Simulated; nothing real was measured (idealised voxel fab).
Documented hereafter: the process module known as voxel transistor to metal.
The width of the displayed cross-section, cut, is 160 nm; its cells are square, with a size of 5 nm.
When this document writes out a cross-section, it uses a grid of square cells and lists it as bands, beginning at the top and moving down, with a band standing for one or more rows of cells.
Heads up on the band format: heights come first, top then bottom, in nm. After that it's the materials left to right, each with its width in nm. A single material flagged "all across" fills the whole band edge to edge, and "blank" means there's empty space there.
A quick word on heights: they are counted from 0, and under that level the wafer as it came to us is one material throughout. The lowest band is different from the rest in having no bottom; it simply continues downward, written as in "top 0, no bottom".
Graded width ("30 to 40"): value in top row of band = first number; value in bottom row = second number; row-to-row change constant.
Given "no alterations made" for a step, no cell of the cross-section differs between before and after that step.
"Voids, enclosed" lists enclosed empty spaces (at least 8 cells, no open path upward to the top), each as width x height at distance from the left edge, in nm.
Anything after a step's settings on that line? It's the simulator's own note about the step.
Regarding "overlay nm": on a step with a mask, it is the distance the mask lay to the right of its planned place; a negative value places it to the left.

These are the steps we planned for the process:
- 1: RECEIVE [material Si]
- 2: OXIDIZE [depth nm 5]
- 3: CONFORMAL_DEP [material SiN] [thk nm 10]
- 4: MASKED_ETCH [tone cover] [mask id ACTIVE] [width nm 110] [etch materials SiN] [depth nm 10] [overlay nm 0]
- 5: MASKED_ETCH [tone cover] [mask id ACTIVE] [width nm 110] [etch materials SiO2] [depth nm 5] [overlay nm 0]
- 6: MASKED_ETCH [tone cover] [mask id ACTIVE] [width nm 110] [etch materials Si] [depth nm 25] [overlay nm 0]
- 7: FILL_DEP [material SiO2] [thk nm 5]
- 8: CMP [height nm 10]
- 9: SELECTIVE_ETCH [etch materials SiO2] [depth nm 5]
- 10: STRIP [etch materials SiN]
- 11: SELECTIVE_ETCH [etch materials SiO2] [depth nm 5]
- 12: OXIDIZE [depth nm 5]
- 13: DIRECTIONAL_DEP [material polySi] [thk nm 20]
- 14: DIRECTIONAL_DEP [material SiCN] [thk nm 15]
- 15: PATTERN [tone cover] [mask id GATE] [material resist] [width nm 30] [thk nm 15] [overlay nm 0]
- 16: DIRECTIONAL_ETCH [etch materials SiCN] [depth nm 25]
- 17: DIRECTIONAL_ETCH [etch materials polySi] [depth nm 30]
- 18: STRIP [etch materials resist]
- 19: CONFORMAL_DEP [material SiO2] [thk nm 5]
- 20: DIRECTIONAL_ETCH [etch materials SiO2] [depth nm 5]
- 21: CONFORMAL_DEP [material SiN] [thk nm 10]
- 22: DIRECTIONAL_ETCH [etch materials SiN] [depth nm 10]
- 23: DIRECTIONAL_ETCH [etch materials SiO2] [depth nm 5]
- 24: EPI [material nSi] [thk nm 5]
- 25: FILL_DEP [material SiO2] [thk nm 5]
- 26: CMP [height nm 15]
- 27: STRIP [etch materials polySi]
- 28: SELECTIVE_ETCH [etch materials SiO2] [depth nm 5]
- 29: CONFORMAL_DEP [material HfO2] [thk nm 5]
- 30: CONFORMAL_DEP [material TiN] [thk nm 5]
- 31: FILL_DEP [material W] [thk nm 5]
- 32: CMP [height nm 10]
- 33: DIRECTIONAL_DEP [material SiO2] [thk nm 10]
- 34: MASKED_ETCH [tone open] [mask id CONTACT] [width nm 20] [pitch nm 80] [etch materials SiO2] [depth nm 25] [overlay nm 0]
- 35: CONFORMAL_DEP [material TiN] [thk nm 5]
- 36: FILL_DEP [material W] [thk nm 10]
- 37: CMP [height nm 20]
- 38: DIRECTIONAL_DEP [material TiN] [thk nm 5]
- 39: DIRECTIONAL_DEP [material W] [thk nm 25]
- 40: MASKED_ETCH [tone cover] [mask id METAL_1] [width nm 20] [pitch nm 80] [etch materials W] [depth nm 25] [overlay nm 0]
- 41: MASKED_ETCH [tone cover] [mask id METAL_1] [width nm 20] [pitch nm 80] [etch materials TiN] [depth nm 5] [overlay nm 0]
- 42: CONFORMAL_DEP [material SiCN] [thk nm 5]
- 43: FILL_DEP [material lowk] [thk nm 10]
- 44: CMP [height nm 50]
- 45: CONFORMAL_DEP [material SiCN] [thk nm 5]

The following pertains to the first of two wafers, which was processed as planned:

Wafer cross-section on receipt, i.e. after step 1:
* top 0, no bottom = Si all across
* Voids, enclosed: none

So this is the wafer cross-section right after step 2:
* top 0, bottom -5 = SiO2 all across
* Below -5, the layers are the same as they were.

So this is the wafer cross-section right after step 3:
* top 10, bottom 0 = SiN all across
* Below 0, the layers are the same as they were.

So this is the wafer cross-section right after step 4:
* top 10, bottom 0 = 25 nm blank | 110 nm SiN | 25 nm blank
* Below 0, the layers are the same as they were.

So this is the wafer cross-section right after step 5:
* top 10, bottom 0 = 25 nm blank | 110 nm SiN | 25 nm blank
* top 0, bottom -5 = 25 nm blank | 110 nm SiO2 | 25 nm blank
* Below -5, the layers are the same as they were.

So this is the wafer cross-section right after step 6:
* top 10, bottom 0 = 25 nm blank | 110 nm SiN | 25 nm blank
* top 0, bottom -5 = 25 nm blank | 110 nm SiO2 | 25 nm blank
* top -5, bottom -30 = 25 nm blank | 110 nm Si | 25 nm blank
* Below -30, the layers are the same as they were.

So this is the wafer cross-section right after step 7:
* top 15, bottom 10 = SiO2 all across
* top 10, bottom 0 = 25 nm SiO2 | 110 nm SiN | 25 nm SiO2
* top 0, bottom -5 = SiO2 all across
* top -5, bottom -30 = 25 nm SiO2 | 110 nm Si | 25 nm SiO2
* Below -30, the layers are the same as they were.

So this is the wafer cross-section right after step 8:
* top 10, bottom 0 = 25 nm SiO2 | 110 nm SiN | 25 nm SiO2
* Below 0, the layers are the same as they were.

So this is the wafer cross-section right after step 9:
* top 10, bottom 5 = 25 nm blank | 110 nm SiN | 25 nm blank
* Below 5, the layers are the same as they were.

So this is the wafer cross-section right after step 10:
* top 5, bottom 0 = 25 nm SiO2 | 110 nm blank | 25 nm SiO2
* Below 0, the layers are the same as they were.

So this is the wafer cross-section right after step 11:
* top 0, bottom -5 = 20 nm SiO2 | 120 nm blank | 20 nm SiO2
* Below -5, the layers are the same as they were.

So this is the wafer cross-section right after step 12:
* top 0, bottom -5 = 20 nm SiO2 | 120 nm blank | 20 nm SiO2
* top -5, bottom -10 = SiO2 all across
* Below -10, the layers are the same as they were.

So this is the wafer cross-section right after step 13:
* top 20, bottom 15 = 20 nm polySi | 120 nm blank | 20 nm polySi
* top 15, bottom 0 = polySi all across
* top 0, bottom -5 = 20 nm SiO2 | 120 nm polySi | 20 nm SiO2
* Below -5, the layers are the same as they were.

So this is the wafer cross-section right after step 14:
* top 35, bottom 30 = 20 nm SiCN | 120 nm blank | 20 nm SiCN
* top 30, bottom 20 = SiCN all across
* top 20, bottom 15 = 20 nm polySi | 120 nm SiCN | 20 nm polySi
* Below 15, the layers are the same as they were.

So this is the wafer cross-section right after step 15:
* top 50, bottom 35 = 65 nm blank | 30 nm resist | 65 nm blank
* top 35, bottom 30 = 20 nm SiCN | 45 nm blank | 30 nm resist | 45 nm blank | 20 nm SiCN
* Below 30, the layers are the same as they were.

So this is the wafer cross-section right after step 16:
* top 50, bottom 30 = 65 nm blank | 30 nm resist | 65 nm blank
* top 30, bottom 20 = 65 nm blank | 30 nm SiCN | 65 nm blank
* top 20, bottom 15 = 20 nm polySi | 45 nm blank | 30 nm SiCN | 45 nm blank | 20 nm polySi
* Below 15, the layers are the same as they were.

So this is the wafer cross-section right after step 17:
* top 50, bottom 30 = 65 nm blank | 30 nm resist | 65 nm blank
* top 30, bottom 15 = 65 nm blank | 30 nm SiCN | 65 nm blank
* top 15, bottom 0 = 65 nm blank | 30 nm polySi | 65 nm blank
* top 0, bottom -5 = 20 nm SiO2 | 45 nm blank | 30 nm polySi | 45 nm blank | 20 nm SiO2
* Below -5, the layers are the same as they were.

So this is the wafer cross-section right after step 18:
* top 30, bottom 15 = 65 nm blank | 30 nm SiCN | 65 nm blank
* Below 15, the layers are the same as they were.

So this is the wafer cross-section right after step 19:
* top 35, bottom 30 = 60 nm blank | 40 nm SiO2 | 60 nm blank
* top 30, bottom 15 = 60 nm blank | 5 nm SiO2 | 30 nm SiCN | 5 nm SiO2 | 60 nm blank
* top 15, bottom 5 = 60 nm blank | 5 nm SiO2 | 30 nm polySi | 5 nm SiO2 | 60 nm blank
* top 5, bottom 0 = 25 nm SiO2 | 35 nm blank | 5 nm SiO2 | 30 nm polySi | 5 nm SiO2 | 35 nm blank | 25 nm SiO2
* top 0, bottom -5 = 65 nm SiO2 | 30 nm polySi | 65 nm SiO2
* Below -5, the layers are the same as they were.

So this is the wafer cross-section right after step 20:
* top 30, bottom 15 = 60 nm blank | 5 nm SiO2 | 30 nm SiCN | 5 nm SiO2 | 60 nm blank
* top 15, bottom 0 = 60 nm blank | 5 nm SiO2 | 30 nm polySi | 5 nm SiO2 | 60 nm blank
* top 0, bottom -5 = 25 nm SiO2 | 35 nm blank | 5 nm SiO2 | 30 nm polySi | 5 nm SiO2 | 35 nm blank | 25 nm SiO2
* Below -5, the layers are the same as they were.

So this is the wafer cross-section right after step 21:
* top 40, bottom 30 = 50 nm blank | 60 nm SiN | 50 nm blank
* top 30, bottom 15 = 50 nm blank | 10 nm SiN | 5 nm SiO2 | 30 nm SiCN | 5 nm SiO2 | 10 nm SiN | 50 nm blank
* top 15, bottom 10 = 50 nm blank | 10 nm SiN | 5 nm SiO2 | 30 nm polySi | 5 nm SiO2 | 10 nm SiN | 50 nm blank
* top 10, bottom 5 = 35 nm SiN | 15 nm blank | 10 nm SiN | 5 nm SiO2 | 30 nm polySi | 5 nm SiO2 | 10 nm SiN | 15 nm blank | 35 nm SiN
* top 5, bottom 0 = 60 nm SiN | 5 nm SiO2 | 30 nm polySi | 5 nm SiO2 | 60 nm SiN
* top 0, bottom -5 = 25 nm SiO2 | 35 nm SiN | 5 nm SiO2 | 30 nm polySi | 5 nm SiO2 | 35 nm SiN | 25 nm SiO2
* Below -5, the layers are the same as they were.

So this is the wafer cross-section right after step 22:
* top 30, bottom 15 = 50 nm blank | 10 nm SiN | 5 nm SiO2 | 30 nm SiCN | 5 nm SiO2 | 10 nm SiN | 50 nm blank
* top 15, bottom 0 = 50 nm blank | 10 nm SiN | 5 nm SiO2 | 30 nm polySi | 5 nm SiO2 | 10 nm SiN | 50 nm blank
* top 0, bottom -5 = 25 nm SiO2 | 10 nm SiN | 15 nm blank | 10 nm SiN | 5 nm SiO2 | 30 nm polySi | 5 nm SiO2 | 10 nm SiN | 15 nm blank | 10 nm SiN | 25 nm SiO2
* Below -5, the layers are the same as they were.

So this is the wafer cross-section right after step 23:
* top 30, bottom 25 = 50 nm blank | 10 nm SiN | 5 nm blank | 30 nm SiCN | 5 nm blank | 10 nm SiN | 50 nm blank
* top 25, bottom 15 = 50 nm blank | 10 nm SiN | 5 nm SiO2 | 30 nm SiCN | 5 nm SiO2 | 10 nm SiN | 50 nm blank
* top 15, bottom 0 = 50 nm blank | 10 nm SiN | 5 nm SiO2 | 30 nm polySi | 5 nm SiO2 | 10 nm SiN | 50 nm blank
* top 0, bottom -5 = 25 nm blank | 10 nm SiN | 15 nm blank | 10 nm SiN | 5 nm SiO2 | 30 nm polySi | 5 nm SiO2 | 10 nm SiN | 15 nm blank | 10 nm SiN | 25 nm blank
* top -5, bottom -10 = 35 nm SiO2 | 15 nm blank | 60 nm SiO2 | 15 nm blank | 35 nm SiO2
* Below -10, the layers are the same as they were.

So this is the wafer cross-section right after step 24:
* top 30, bottom 25 = 50 nm blank | 10 nm SiN | 5 nm blank | 30 nm SiCN | 5 nm blank | 10 nm SiN | 50 nm blank
* top 25, bottom 15 = 50 nm blank | 10 nm SiN | 5 nm SiO2 | 30 nm SiCN | 5 nm SiO2 | 10 nm SiN | 50 nm blank
* top 15, bottom 0 = 50 nm blank | 10 nm SiN | 5 nm SiO2 | 30 nm polySi | 5 nm SiO2 | 10 nm SiN | 50 nm blank
* top 0, bottom -5 = 25 nm blank | 10 nm SiN | 15 nm blank | 10 nm SiN | 5 nm SiO2 | 30 nm polySi | 5 nm SiO2 | 10 nm SiN | 15 nm blank | 10 nm SiN | 25 nm blank
* top -5, bottom -10 = 35 nm SiO2 | 15 nm nSi | 60 nm SiO2 | 15 nm nSi | 35 nm SiO2
* Below -10, the layers are the same as they were.

So this is the wafer cross-section right after step 25:
* top 35, bottom 30 = SiO2 all across
* top 30, bottom 15 = 50 nm SiO2 | 10 nm SiN | 5 nm SiO2 | 30 nm SiCN | 5 nm SiO2 | 10 nm SiN | 50 nm SiO2
* top 15, bottom 0 = 50 nm SiO2 | 10 nm SiN | 5 nm SiO2 | 30 nm polySi | 5 nm SiO2 | 10 nm SiN | 50 nm SiO2
* top 0, bottom -5 = 25 nm SiO2 | 10 nm SiN | 15 nm SiO2 | 10 nm SiN | 5 nm SiO2 | 30 nm polySi | 5 nm SiO2 | 10 nm SiN | 15 nm SiO2 | 10 nm SiN | 25 nm SiO2
* Below -5, the layers are the same as they were.

So this is the wafer cross-section right after step 26:
* top 15, bottom 0 = 50 nm SiO2 | 10 nm SiN | 5 nm SiO2 | 30 nm polySi | 5 nm SiO2 | 10 nm SiN | 50 nm SiO2
* Below 0, the layers are the same as they were.

So this is the wafer cross-section right after step 27:
* top 15, bottom 0 = 50 nm SiO2 | 10 nm SiN | 5 nm SiO2 | 30 nm blank | 5 nm SiO2 | 10 nm SiN | 50 nm SiO2
* top 0, bottom -5 = 25 nm SiO2 | 10 nm SiN | 15 nm SiO2 | 10 nm SiN | 5 nm SiO2 | 30 nm blank | 5 nm SiO2 | 10 nm SiN | 15 nm SiO2 | 10 nm SiN | 25 nm SiO2
* Below -5, the layers are the same as they were.

So this is the wafer cross-section right after step 28:
* top 15, bottom 10 = 50 nm blank | 10 nm SiN | 40 nm blank | 10 nm SiN | 50 nm blank
* top 10, bottom 0 = 50 nm SiO2 | 10 nm SiN | 40 nm blank | 10 nm SiN | 50 nm SiO2
* top 0, bottom -5 = 25 nm SiO2 | 10 nm SiN | 15 nm SiO2 | 10 nm SiN | 40 nm blank | 10 nm SiN | 15 nm SiO2 | 10 nm SiN | 25 nm SiO2
* top -5, bottom -10 = 35 nm SiO2 | 15 nm nSi | 10 nm SiO2 | 40 nm blank | 10 nm SiO2 | 15 nm nSi | 35 nm SiO2
* Below -10, the layers are the same as they were.

So this is the wafer cross-section right after step 29:
* top 20, bottom 15 = 45 nm blank | 20 nm HfO2 | 30 nm blank | 20 nm HfO2 | 45 nm blank
* top 15, bottom 10 = 50 nm HfO2 | 10 nm SiN | 5 nm HfO2 | 30 nm blank | 5 nm HfO2 | 10 nm SiN | 50 nm HfO2
* top 10, bottom 0 = 50 nm SiO2 | 10 nm SiN | 5 nm HfO2 | 30 nm blank | 5 nm HfO2 | 10 nm SiN | 50 nm SiO2
* top 0, bottom -5 = 25 nm SiO2 | 10 nm SiN | 15 nm SiO2 | 10 nm SiN | 5 nm HfO2 | 30 nm blank | 5 nm HfO2 | 10 nm SiN | 15 nm SiO2 | 10 nm SiN | 25 nm SiO2
* top -5, bottom -10 = 35 nm SiO2 | 15 nm nSi | 10 nm SiO2 | 40 nm HfO2 | 10 nm SiO2 | 15 nm nSi | 35 nm SiO2
* Below -10, the layers are the same as they were.

So this is the wafer cross-section right after step 30:
* top 25, bottom 20 = 40 nm blank | 30 nm TiN | 20 nm blank | 30 nm TiN | 40 nm blank
* top 20, bottom 15 = 45 nm TiN | 20 nm HfO2 | 5 nm TiN | 20 nm blank | 5 nm TiN | 20 nm HfO2 | 45 nm TiN
* top 15, bottom 10 = 50 nm HfO2 | 10 nm SiN | 5 nm HfO2 | 5 nm TiN | 20 nm blank | 5 nm TiN | 5 nm HfO2 | 10 nm SiN | 50 nm HfO2
* top 10, bottom 0 = 50 nm SiO2 | 10 nm SiN | 5 nm HfO2 | 5 nm TiN | 20 nm blank | 5 nm TiN | 5 nm HfO2 | 10 nm SiN | 50 nm SiO2
* top 0, bottom -5 = 25 nm SiO2 | 10 nm SiN | 15 nm SiO2 | 10 nm SiN | 5 nm HfO2 | 30 nm TiN | 5 nm HfO2 | 10 nm SiN | 15 nm SiO2 | 10 nm SiN | 25 nm SiO2
* Below -5, the layers are the same as they were.

So this is the wafer cross-section right after step 31:
* top 30, bottom 25 = W all across
* top 25, bottom 20 = 40 nm W | 30 nm TiN | 20 nm W | 30 nm TiN | 40 nm W
* top 20, bottom 15 = 45 nm TiN | 20 nm HfO2 | 5 nm TiN | 20 nm W | 5 nm TiN | 20 nm HfO2 | 45 nm TiN
* top 15, bottom 10 = 50 nm HfO2 | 10 nm SiN | 5 nm HfO2 | 5 nm TiN | 20 nm W | 5 nm TiN | 5 nm HfO2 | 10 nm SiN | 50 nm HfO2
* top 10, bottom 0 = 50 nm SiO2 | 10 nm SiN | 5 nm HfO2 | 5 nm TiN | 20 nm W | 5 nm TiN | 5 nm HfO2 | 10 nm SiN | 50 nm SiO2
* Below 0, the layers are the same as they were.

So this is the wafer cross-section right after step 32:
* top 10, bottom 0 = 50 nm SiO2 | 10 nm SiN | 5 nm HfO2 | 5 nm TiN | 20 nm W | 5 nm TiN | 5 nm HfO2 | 10 nm SiN | 50 nm SiO2
* Below 0, the layers are the same as they were.

So this is the wafer cross-section right after step 33:
* top 20, bottom 10 = SiO2 all across
* Below 10, the layers are the same as they were.

So this is the wafer cross-section right after step 34:
* top 20, bottom 10 = 30 nm SiO2 | 20 nm blank | 60 nm SiO2 | 20 nm blank | 30 nm SiO2
* top 10, bottom 0 = 30 nm SiO2 | 20 nm blank | 10 nm SiN | 5 nm HfO2 | 5 nm TiN | 20 nm W | 5 nm TiN | 5 nm HfO2 | 10 nm SiN | 20 nm blank | 30 nm SiO2
* top 0, bottom -5 = 25 nm SiO2 | 10 nm SiN | 15 nm blank | 10 nm SiN | 5 nm HfO2 | 30 nm TiN | 5 nm HfO2 | 10 nm SiN | 15 nm blank | 10 nm SiN | 25 nm SiO2
* Below -5, the layers are the same as they were.

So this is the wafer cross-section right after step 35:
* top 25, bottom 20 = 35 nm TiN | 10 nm blank | 70 nm TiN | 10 nm blank | 35 nm TiN
* top 20, bottom 10 = 30 nm SiO2 | 5 nm TiN | 10 nm blank | 5 nm TiN | 60 nm SiO2 | 5 nm TiN | 10 nm blank | 5 nm TiN | 30 nm SiO2
* top 10, bottom 0 = 30 nm SiO2 | 5 to 10 nm TiN | 10 to 5 nm blank | 5 nm TiN | 10 nm SiN | 5 nm HfO2 | 5 nm TiN | 20 nm W | 5 nm TiN | 5 nm HfO2 | 10 nm SiN | 5 nm TiN | 10 to 5 nm blank | 5 to 10 nm TiN | 30 nm SiO2
* top 0, bottom -5 = 25 nm SiO2 | 10 nm SiN | 15 nm TiN | 10 nm SiN | 5 nm HfO2 | 30 nm TiN | 5 nm HfO2 | 10 nm SiN | 15 nm TiN | 10 nm SiN | 25 nm SiO2
* Below -5, the layers are the same as they were.

So this is the wafer cross-section right after step 36:
* top 35, bottom 25 = W all across
* top 25, bottom 20 = 35 nm TiN | 10 nm W | 70 nm TiN | 10 nm W | 35 nm TiN
* top 20, bottom 10 = 30 nm SiO2 | 5 nm TiN | 10 nm W | 5 nm TiN | 60 nm SiO2 | 5 nm TiN | 10 nm W | 5 nm TiN | 30 nm SiO2
* top 10, bottom 0 = 30 nm SiO2 | 5 to 10 nm TiN | 10 to 5 nm W | 5 nm TiN | 10 nm SiN | 5 nm HfO2 | 5 nm TiN | 20 nm W | 5 nm TiN | 5 nm HfO2 | 10 nm SiN | 5 nm TiN | 10 to 5 nm W | 5 to 10 nm TiN | 30 nm SiO2
* Below 0, the layers are the same as they were.

So this is the wafer cross-section right after step 37:
* top 20, bottom 10 = 30 nm SiO2 | 5 nm TiN | 10 nm W | 5 nm TiN | 60 nm SiO2 | 5 nm TiN | 10 nm W | 5 nm TiN | 30 nm SiO2
* Below 10, the layers are the same as they were.

So this is the wafer cross-section right after step 38:
* top 25, bottom 20 = TiN all across
* Below 20, the layers are the same as they were.

So this is the wafer cross-section right after step 39:
* top 50, bottom 25 = W all across
* Below 25, the layers are the same as they were.

So this is the wafer cross-section right after step 40:
* top 50, bottom 25 = 30 nm blank | 20 nm W | 60 nm blank | 20 nm W | 30 nm blank
* Below 25, the layers are the same as they were.

So this is the wafer cross-section right after step 41:
* top 50, bottom 25 = 30 nm blank | 20 nm W | 60 nm blank | 20 nm W | 30 nm blank
* top 25, bottom 20 = 30 nm blank | 20 nm TiN | 60 nm blank | 20 nm TiN | 30 nm blank
* Below 20, the layers are the same as they were.

So this is the wafer cross-section right after step 42:
* top 55, bottom 50 = 25 nm blank | 30 nm SiCN | 50 nm blank | 30 nm SiCN | 25 nm blank
* top 50, bottom 25 = 25 nm blank | 5 nm SiCN | 20 nm W | 5 nm SiCN | 50 nm blank | 5 nm SiCN | 20 nm W | 5 nm SiCN | 25 nm blank
* top 25, bottom 20 = 30 nm SiCN | 20 nm TiN | 60 nm SiCN | 20 nm TiN | 30 nm SiCN
* Below 20, the layers are the same as they were.

So this is the wafer cross-section right after step 43:
* top 65, bottom 55 = lowk all across
* top 55, bottom 50 = 25 nm lowk | 30 nm SiCN | 50 nm lowk | 30 nm SiCN | 25 nm lowk
* top 50, bottom 25 = 25 nm lowk | 5 nm SiCN | 20 nm W | 5 nm SiCN | 50 nm lowk | 5 nm SiCN | 20 nm W | 5 nm SiCN | 25 nm lowk
* Below 25, the layers are the same as they were.

So this is the wafer cross-section right after step 44:
* top 50, bottom 25 = 25 nm lowk | 5 nm SiCN | 20 nm W | 5 nm SiCN | 50 nm lowk | 5 nm SiCN | 20 nm W | 5 nm SiCN | 25 nm lowk
* Below 25, the layers are the same as they were.

So this is the wafer cross-section right after step 45:
* top 55, bottom 50 = SiCN all across
* Below 50, the layers are the same as they were.

The second wafer: identical to the first at the outset and in its planned sequence, differing only in that one mistake was made during processing; up to and including step 37, its path is the first wafer's path:

Planned end of step 38: second wafer, cross-section:
* top 45, bottom 20 = W all across
* Below 20, the layers are the same as they were.

Planned end of step 39: second wafer, cross-section:
* top 50, bottom 45 = TiN all across
* Below 45, the layers are the same as they were.

Planned end of step 40: second wafer, cross-section: no alterations made

Planned end of step 41: second wafer, cross-section:
* top 50, bottom 45 = 30 nm blank | 20 nm TiN | 60 nm blank | 20 nm TiN | 30 nm blank
* Below 45, the layers are the same as they were.

Planned end of step 42: second wafer, cross-section:
* top 55, bottom 50 = 25 nm blank | 30 nm SiCN | 50 nm blank | 30 nm SiCN | 25 nm blank
* top 50, bottom 45 = 30 nm SiCN | 20 nm TiN | 60 nm SiCN | 20 nm TiN | 30 nm SiCN
* Below 45, the layers are the same as they were.

Planned end of step 43: second wafer, cross-section:
* top 65, bottom 55 = lowk all across
* top 55, bottom 50 = 25 nm lowk | 30 nm SiCN | 50 nm lowk | 30 nm SiCN | 25 nm lowk
* Below 50, the layers are the same as they were.

Planned end of step 44: second wafer, cross-section:
* top 50, bottom 45 = 30 nm SiCN | 20 nm TiN | 60 nm SiCN | 20 nm TiN | 30 nm SiCN
* Below 45, the layers are the same as they were.

Planned end of step 45: second wafer, cross-section:
* top 55, bottom 50 = SiCN all across
* Below 50, the layers are the same as they were.
what went wrong: the intended sequence of steps 38 and 39 was reversed during processing, with each occupying the position of the other
Wafer comparison, final, in cells, second relative to first, materials more or fewer: SiCN: 20 fewer; W: 120 more; lowk: 100 fewer
